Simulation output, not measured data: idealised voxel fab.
process module | voxel spacer lines
cross-section cut | 215 nm wide | cells 5 nm
A cross-section is a grid of square cells, given in bands from the top down. A band is one or more rows of cells.
Each band's line starts with the height of the band's top and of its bottom, in nm. Then come its materials from left to right, each with its width in nm. One material with "throughout" fills the band from edge to edge. "air" is empty space.
Height 0 is the level under which the wafer as received is all one material. The lowest band goes on downwards, as in "0 down".
A width such as "30 to 40" changes by the same amount from each row of cells to the next, from the band's top row to its bottom row.
"no change" after a step means that no cell of the cross-section changed.
closed voids: empty space of 8 cells or more with no open way to the top, each as width x height at its distance from the left edge, in nm
after a step's settings: what the simulator itself notes on the step
overlay nm, on a step with a mask: how far to the right of its planned place the mask lay; to the left if negative
plan
1 op RECEIVE | material Si
2 op CONFORMAL_DEP | material Al2O3 | thk nm 10
3 op DIRECTIONAL_DEP | material SiN | thk nm 15
4 op DIRECTIONAL_DEP | material aC | thk nm 30
5 op PATTERN | tone cover | mask id MANDREL | material resist | width nm 15 | pitch nm 60 | thk nm 40 | overlay nm -15
6 op DIRECTIONAL_ETCH | etch materials aC | depth nm 30
7 op STRIP | etch materials resist
8 op CONFORMAL_DEP | material SiO2 | thk nm 15
9 op DIRECTIONAL_ETCH | etch materials SiO2 | depth nm 15
10 op STRIP | etch materials aC
11 op DIRECTIONAL_ETCH | etch materials SiN | depth nm 15
12 op STRIP | etch materials SiO2
varied across the wafers: overlay nm of step 5. The plan shows the first wafer's value. All wafers start alike
first wafer as received, after step 1
  0 down: Si throughout
  closed voids: none
each wafer at the end: cells of each material gained (+) or lost (-) since it was received, then its closed voids
overlay nm -15 | +86 Al2O3 | +36 SiN | closed voids: none
overlay nm -10 | +86 Al2O3 | +36 SiN | closed voids: none
overlay nm -5 | +86 Al2O3 | +36 SiN | closed voids: none
overlay nm 0 | +86 Al2O3 | +36 SiN | closed voids: none
overlay nm 5 | +86 Al2O3 | +36 SiN | closed voids: none
overlay nm 10 | +86 Al2O3 | +36 SiN | closed voids: none
overlay nm 15 | +86 Al2O3 | +36 SiN | closed voids: none
